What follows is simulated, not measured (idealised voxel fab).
Documented hereafter: the process module known as voxel transistor to metal.
140 nm wide, 5 nm square cells: that's cross-section cut.
Cross-sections here: square-cell grids, written as top-down lists of bands, a band being one or more rows of cells.
Per band: top height and bottom height in nm, followed by the left-to-right materials and their widths in nm; "throughout" marks a single material spanning edge to edge, "empty" marks empty space.
Heads up on the height convention: 0 is the point under which the incoming wafer is all one material, and the lowest band has no bottom, it just keeps going down, like "0 down".
With a width like "30..40", each row of cells in the band differs from the next by the same amount, the top row carrying the first number and the bottom row the second.
A step reported as "no alterations made" is a step in which no cell of the cross-section changed.
The label "Closed void register" introduces a list of the empty spaces, 8 cells or larger, that have no open way up to the top; each entry in it reads width x height at distance, where the distance is taken from the left edge and all three are stated in nm.
Whatever follows a step's settings on its line is a remark the simulator itself makes about that step.
Among the settings permitted on a step's line is "overlay nm"; applied to a step with a mask, it specifies the extent to which the mask lay to the right of its planned position, whereas a negative figure signifies a position to the left.
## Planned step list for the process
1. RECEIVE with material Si
2. CONFORMAL_DEP with material SiO2, thk nm 5
3. CONFORMAL_DEP with material SiN, thk nm 10
4. MASKED_ETCH with tone cover, mask id ACTIVE, width nm 100, etch materials SiN, depth nm 10, overlay nm 0
5. MASKED_ETCH with tone cover, mask id ACTIVE, width nm 100, etch materials SiO2, depth nm 5, overlay nm 0
6. MASKED_ETCH with tone cover, mask id ACTIVE, width nm 100, etch materials Si, depth nm 35, overlay nm 0
7. FILL_DEP with material SiO2, thk nm 10
8. CMP with height nm 15
9. SELECTIVE_ETCH with etch materials SiO2, depth nm 5
10. STRIP with etch materials SiN
11. SELECTIVE_ETCH with etch materials SiO2, depth nm 5
12. OXIDIZE with depth nm 5
13. DIRECTIONAL_DEP with material polySi, thk nm 25
14. DIRECTIONAL_DEP with material SiCN, thk nm 10
15. MASKED_ETCH with tone cover, mask id GATE, width nm 30, etch materials SiCN, depth nm 20, overlay nm 0
16. MASKED_ETCH with tone cover, mask id GATE, width nm 30, etch materials polySi, depth nm 35, overlay nm 0
17. CONFORMAL_DEP with material SiN, thk nm 10
18. DIRECTIONAL_ETCH with etch materials SiN, depth nm 10
19. DIRECTIONAL_ETCH with etch materials SiO2, depth nm 5
20. DIRECTIONAL_ETCH with etch materials Si, depth nm 15
21. EPI with material SiGe, thk nm 15
22. FILL_DEP with material SiO2, thk nm 10
23. CMP with height nm 25
24. STRIP with etch materials polySi
25. SELECTIVE_ETCH with etch materials SiO2, depth nm 5
26. CONFORMAL_DEP with material HfO2, thk nm 5
27. CONFORMAL_DEP with material TiN, thk nm 5
28. FILL_DEP with material W, thk nm 10
29. CMP with height nm 20
30. DIRECTIONAL_DEP with material SiO2, thk nm 10
31. MASKED_ETCH with tone open, mask id CONTACT, width nm 15, pitch nm 75, etch materials SiO2, depth nm 20, overlay nm 0
32. CONFORMAL_DEP with material TiN, thk nm 5
33. FILL_DEP with material W, thk nm 10
34. CMP with height nm 30
35. CONFORMAL_DEP with material SiN, thk nm 5
36. DIRECTIONAL_DEP with material lowk, thk nm 20
37. MASKED_ETCH with tone open, mask id METAL_1, width nm 15, pitch nm 75, etch materials lowk, depth nm 20, overlay nm 0
38. MASKED_ETCH with tone open, mask id METAL_1, width nm 15, pitch nm 75, etch materials SiN, depth nm 5, overlay nm 0
39. CONFORMAL_DEP with material TiN, thk nm 5
40. FILL_DEP with material Cu, thk nm 10
41. CMP with height nm 55
42. CONFORMAL_DEP with material SiN, thk nm 5
## Incoming wafer, cross-sectional view, post step 1
- 0 down | Si throughout
- Closed void register: none
## Below is the wafer in cross-section after the module was completed. It began from the starting point shown above and followed the plan shown above, except that one mistake was made while running it
- 60 to 55 | SiN throughout
- 55 to 35 | lowk 25 nm | TiN 5 nm | Cu 5 nm | TiN 5 nm | lowk 60 nm | TiN 5 nm | Cu 5 nm | TiN 5 nm | lowk 25 nm
- 35 to 30 | SiN 25 nm | TiN 15 nm | SiN 60 nm | TiN 15 nm | SiN 25 nm
- 30 to 25 | SiO2 25 nm | TiN 5 nm | W 5 nm | TiN 5 nm | SiO2 60 nm | TiN 5 nm | W 5 nm | TiN 5 nm | SiO2 25 nm
- 25 to 20 | SiO2 25 nm | TiN 15 nm | SiO2 60 nm | TiN 15 nm | SiO2 25 nm
- 20 to 5 | SiO2 5 nm | SiGe 40 nm | SiN 10 nm | HfO2 5 nm | TiN 5 nm | W 10 nm | TiN 5 nm | HfO2 5 nm | SiN 10 nm | SiGe 40 nm | SiO2 5 nm
- 5 to 0 | SiO2 5 nm | SiGe 10 nm | SiN 10 nm | SiGe 20 nm | SiN 10 nm | HfO2 5 nm | TiN 20 nm | HfO2 5 nm | SiN 10 nm | SiGe 20 nm | SiN 10 nm | SiGe 10 nm | SiO2 5 nm
- 0 to -5 | SiO2 25 nm | SiGe 20 nm | SiO2 5 nm | HfO2 40 nm | SiO2 5 nm | SiGe 20 nm | SiO2 25 nm
- -5 to -20 | SiO2 20 nm | Si 5 nm | SiGe 20 nm | Si 50 nm | SiGe 20 nm | Si 5 nm | SiO2 20 nm
- -20 to -35 | SiO2 20 nm | Si 100 nm | SiO2 20 nm
- -35 down | Si throughout
- Closed void register: none
Heads up, the wafer didn't run the way we planned it: step 21 of the plan saw execution twice
